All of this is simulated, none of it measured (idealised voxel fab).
process module | voxel self aligned vias
cross-section cut | 270 nm wide | cells 5 nm
A cross-section is a grid of square cells, given in bands from the top down. A band is one or more rows of cells.
Each band's line starts with the height of the band's top and of its bottom, in nm. Then come its materials from left to right, each with its width in nm. One material with "throughout" fills the band from edge to edge. "air" is empty space.
Height 0 is the level under which the wafer as received is all one material. The lowest band goes on downwards, as in "0 down".
A width such as "30 to 40" changes by the same amount from each row of cells to the next, from the band's top row to its bottom row.
"no change" after a step means that no cell of the cross-section changed.
closed voids: empty space of 8 cells or more with no open way to the top, each as width x height at its distance from the left edge, in nm
after a step's settings: what the simulator itself notes on the step
overlay nm, on a step with a mask: how far to the right of its planned place the mask lay; to the left if negative
Each pair below shows a cross-section before one step and the cross-section after it, down to the lowest band that changed. The line under each pair gives the step between them, with its settings. The pairs can come from different runs of this module on the same starting wafer, so a pair continues from the pair above only where its "before" says so.
before
  70 to 50: SiO2 65 | air 35 | SiO2 65 | air 35 | SiO2 70
  50 to 45: SiO2 70 | air 25 | SiO2 25 | SiN 25 | SiO2 25 | air 25 | SiO2 75
  45 to 25: SiO2 70 | TiN 5 | Ru 15 | TiN 5 | SiO2 25 | TiN 5 | Ru 15 | TiN 5 | SiO2 25 | TiN 5 | Ru 15 | TiN 5 | SiO2 75
  25 to 20: SiO2 70 | TiN 25 | SiO2 25 | TiN 25 | SiO2 25 | TiN 25 | SiO2 75
  20 to 15: SiCN throughout
  15 to 0: SiO2 throughout
  0 down: Si throughout
  closed voids: none
after
  75 to 70: SiCN 70 | air 25 | SiCN 75 | air 25 | SiCN 75
  70 to 55: SiO2 65 | SiCN 5 | air 25 | SiCN 5 | SiO2 65 | SiCN 5 | air 25 | SiCN 5 | SiO2 70
  55 to 50: SiO2 65 | SiCN 10 | air 15 | SiCN 10 | SiO2 65 | SiCN 10 | air 15 | SiCN 10 | SiO2 70
  50 to 45: SiO2 70 | SiCN 25 | SiO2 25 | SiN 25 | SiO2 25 | SiCN 25 | SiO2 75
  below 45: unchanged
  closed voids: none
the step between: op CONFORMAL_DEP | material SiCN | thk nm 5
before: the cross-section after the pair above
after
  80 to 75: Cu throughout
  75 to 70: SiCN 70 | Cu 25 | SiCN 75 | Cu 25 | SiCN 75
  70 to 55: SiO2 65 | SiCN 5 | Cu 25 | SiCN 5 | SiO2 65 | SiCN 5 | Cu 25 | SiCN 5 | SiO2 70
  55 to 50: SiO2 65 | SiCN 10 | Cu 15 | SiCN 10 | SiO2 65 | SiCN 10 | Cu 15 | SiCN 10 | SiO2 70
  below 50: unchanged
  closed voids: none
the step between: op FILL_DEP | material Cu | thk nm 5
before: the cross-section after the pair above
after
  70 to 55: SiO2 65 | SiCN 5 | Cu 25 | SiCN 5 | SiO2 65 | SiCN 5 | Cu 25 | SiCN 5 | SiO2 70
  below 55: unchanged
  closed voids: none
the step between: op CMP | height nm 70
before: the cross-section after the pair above
after
  75 to 70: SiN throughout
  below 70: unchanged
  closed voids: none
the step between: op CONFORMAL_DEP | material SiN | thk nm 5
before
  50 to 20: SiO2 throughout
  20 to 15: SiCN throughout
  15 to 0: SiO2 throughout
  0 down: Si throughout
  closed voids: none
after
  65 to 50: air 70 | resist 25 | air 25 | resist 25 | air 25 | resist 25 | air 75
  below 50: unchanged
  closed voids: none
the step between: op PATTERN | tone cover | mask id LINES | material resist | width nm 25 | pitch nm 50 | thk nm 15 | overlay nm 0
before: the cross-section after the pair above
after
  65 to 50: air 70 | resist 25 | air 25 | resist 25 | air 25 | resist 25 | air 75
  50 to 20: air 70 | SiO2 25 | air 25 | SiO2 25 | air 25 | SiO2 25 | air 75
  below 20: unchanged
  closed voids: none
the step between: op DIRECTIONAL_ETCH | etch materials SiO2 | depth nm 30
before: the cross-section after the pair above
after
  50 to 20: air 70 | SiO2 25 | air 25 | SiO2 25 | air 25 | SiO2 25 | air 75
  below 20: unchanged
  closed voids: none
the step between: op STRIP | etch materials resist
before: the cross-section after the pair above
after
  55 to 50: air 65 | TiN 35 | air 15 | TiN 35 | air 15 | TiN 35 | air 70
  50 to 25: air 65 | TiN 5 | SiO2 25 | TiN 5 | air 15 | TiN 5 | SiO2 25 | TiN 5 | air 15 | TiN 5 | SiO2 25 | TiN 5 | air 70
  25 to 20: TiN 70 | SiO2 25 | TiN 25 | SiO2 25 | TiN 25 | SiO2 25 | TiN 75
  below 20: unchanged
  closed voids: none
the step between: op CONFORMAL_DEP | material TiN | thk nm 5
before: the cross-section after the pair above
after
  65 to 55: Ru throughout
  55 to 50: Ru 65 | TiN 35 | Ru 15 | TiN 35 | Ru 15 | TiN 35 | Ru 70
  50 to 25: Ru 65 | TiN 5 | SiO2 25 | TiN 5 | Ru 15 | TiN 5 | SiO2 25 | TiN 5 | Ru 15 | TiN 5 | SiO2 25 | TiN 5 | Ru 70
  below 25: unchanged
  closed voids: none
the step between: op FILL_DEP | material Ru | thk nm 10
before: the cross-section after the pair above
after
  50 to 25: Ru 65 | TiN 5 | SiO2 25 | TiN 5 | Ru 15 | TiN 5 | SiO2 25 | TiN 5 | Ru 15 | TiN 5 | SiO2 25 | TiN 5 | Ru 70
  below 25: unchanged
  closed voids: none
the step between: op CMP | height nm 50
before: the cross-section after the pair above
after
  50 to 45: air 70 | SiO2 25 | air 25 | SiO2 25 | air 25 | SiO2 25 | air 75
  below 45: unchanged
  closed voids: none
the step between: op SELECTIVE_ETCH | etch materials W Ru TiN | depth nm 5
before: the cross-section after the pair above
after
  55 to 50: SiN throughout
  50 to 45: SiN 70 | SiO2 25 | SiN 25 | SiO2 25 | SiN 25 | SiO2 25 | SiN 75
  below 45: unchanged
  closed voids: none
the step between: op FILL_DEP | material SiN | thk nm 5
before: the cross-section after the pair above
after
  50 to 45: SiN 70 | SiO2 25 | SiN 25 | SiO2 25 | SiN 25 | SiO2 25 | SiN 75
  below 45: unchanged
  closed voids: none
the step between: op CMP | height nm 50
before: the cross-section after the pair above
after
  70 to 50: SiO2 throughout
  below 50: unchanged
  closed voids: none
the step between: op DIRECTIONAL_DEP | material SiO2 | thk nm 20
before: the cross-section after the pair above
after
  70 to 50: SiO2 65 | air 35 | SiO2 65 | air 35 | SiO2 70
  below 50: unchanged
  closed voids: none
the step between: op MASKED_ETCH | tone open | mask id VIAS | width nm 35 | pitch nm 100 | etch materials SiO2 | depth nm 20 | overlay nm 0
before: the cross-section after the pair above
after
  70 to 50: SiO2 65 | air 35 | SiO2 65 | air 35 | SiO2 70
  50 to 45: SiN 65 | air 5 | SiO2 25 | air 5 | SiN 20 | SiO2 25 | SiN 20 | air 5 | SiO2 25 | air 5 | SiN 70
  below 45: unchanged
  closed voids: none
the step between: op MASKED_ETCH | tone open | mask id VIAS | width nm 35 | pitch nm 100 | etch materials SiN | depth nm 5 | overlay nm 0
before: the cross-section after the pair above
after
  75 to 70: TiN 70 | air 25 | TiN 75 | air 25 | TiN 75
  70 to 55: SiO2 65 | TiN 5 | air 25 | TiN 5 | SiO2 65 | TiN 5 | air 25 | TiN 5 | SiO2 70
  55 to 50: SiO2 65 | TiN 35 | SiO2 65 | TiN 35 | SiO2 70
  50 to 45: SiN 65 | TiN 5 | SiO2 25 | TiN 5 | SiN 20 | SiO2 25 | SiN 20 | TiN 5 | SiO2 25 | TiN 5 | SiN 70
  below 45: unchanged
  closed voids: none
the step between: op CONFORMAL_DEP | material TiN | thk nm 5
before: the cross-section after the pair above
after
  80 to 75: Cu throughout
  75 to 70: TiN 70 | Cu 25 | TiN 75 | Cu 25 | TiN 75
  70 to 55: SiO2 65 | TiN 5 | Cu 25 | TiN 5 | SiO2 65 | TiN 5 | Cu 25 | TiN 5 | SiO2 70
  below 55: unchanged
  closed voids: none
the step between: op FILL_DEP | material Cu | thk nm 5
before: the cross-section after the pair above
after
  70 to 55: SiO2 65 | TiN 5 | Cu 25 | TiN 5 | SiO2 65 | TiN 5 | Cu 25 | TiN 5 | SiO2 70
  below 55: unchanged
  closed voids: none
the step between: op CMP | height nm 70
before: the cross-section after the pair above
after
  75 to 70: SiN throughout
  below 70: unchanged
  closed voids: none
the step between: op CONFORMAL_DEP | material SiN | thk nm 5
